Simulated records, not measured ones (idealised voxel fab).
The following is a process module called voxel tone inversion.
This is section cut - it's 260 nm across, gridded in 5 nm square cells.
Bands, listed from the top down, are how a cross-section gets written in this document; the cross-section itself is a grid of square cells, and a band is one or more rows of them.
Top height, bottom height, nm. Materials left to right, width each, nm. Single material + "all across" = fills band edge to edge. "empty" = empty.
Note: height 0 marks the level under which the wafer is uniformly one material as received. Lowest band unbounded below, written "0 -> down".
Quick explanation for "30->40": the width changes in equal steps down the rows of cells, from the first number in the band's top row to the second number in its bottom row.
"all unchanged" after a step means that no cell of the cross-section changed.
You'll see "Enclosed cavities" listing empty spaces that have no way open to the top, as long as they're 8 cells or more; the notation is width x height at distance, where the distance is from the left edge, and all of it is in nm.
after a step's settings: what the simulator itself notes on the step
What "overlay nm" on a step's line means: if the step has a mask, that mask lay this far to the right of its planned place, or, when the value is negative, to the left.
## These are the steps we planned for the process
1 RECEIVE: material Si
2 CONFORMAL_DEP: material SiN, thk nm 10
3 DIRECTIONAL_DEP: material aC, thk nm 25
4 PATTERN: tone cover, mask id POSTS, material resist, width nm 25, pitch nm 50, thk nm 20, overlay nm 0
5 DIRECTIONAL_ETCH: etch materials aC, depth nm 25
6 STRIP: etch materials resist
7 FILL_DEP: material SiO2, thk nm 5
8 CMP: height nm 35
9 STRIP: etch materials aC
For this document, wafers share an identical start and vary in the step 4 thk nm; the plan quotes the first wafer's value.
## As-received state after step 1, first of several wafers, cross-section
* 0 -> down  Si all across
* Enclosed cavities: none
## The rows of the table below are wafers. Looking at the end of the module, a row counts, for every material, the cells the wafer has gained, shown as (+), or lost, shown as (-), since it was received; its closed voids come next
thk nm 20 | +104 SiN | +200 SiO2 | +60 aC | Enclosed cavities: none
thk nm 25 | +104 SiN | +185 SiO2 | Enclosed cavities: none
thk nm 30 | +104 SiN | +185 SiO2 | Enclosed cavities: none
thk nm 35 | +104 SiN | +185 SiO2 | Enclosed cavities: none
thk nm 40 | +104 SiN | +185 SiO2 | Enclosed cavities: none
thk nm 45 | +104 SiN | +185 SiO2 | Enclosed cavities: none
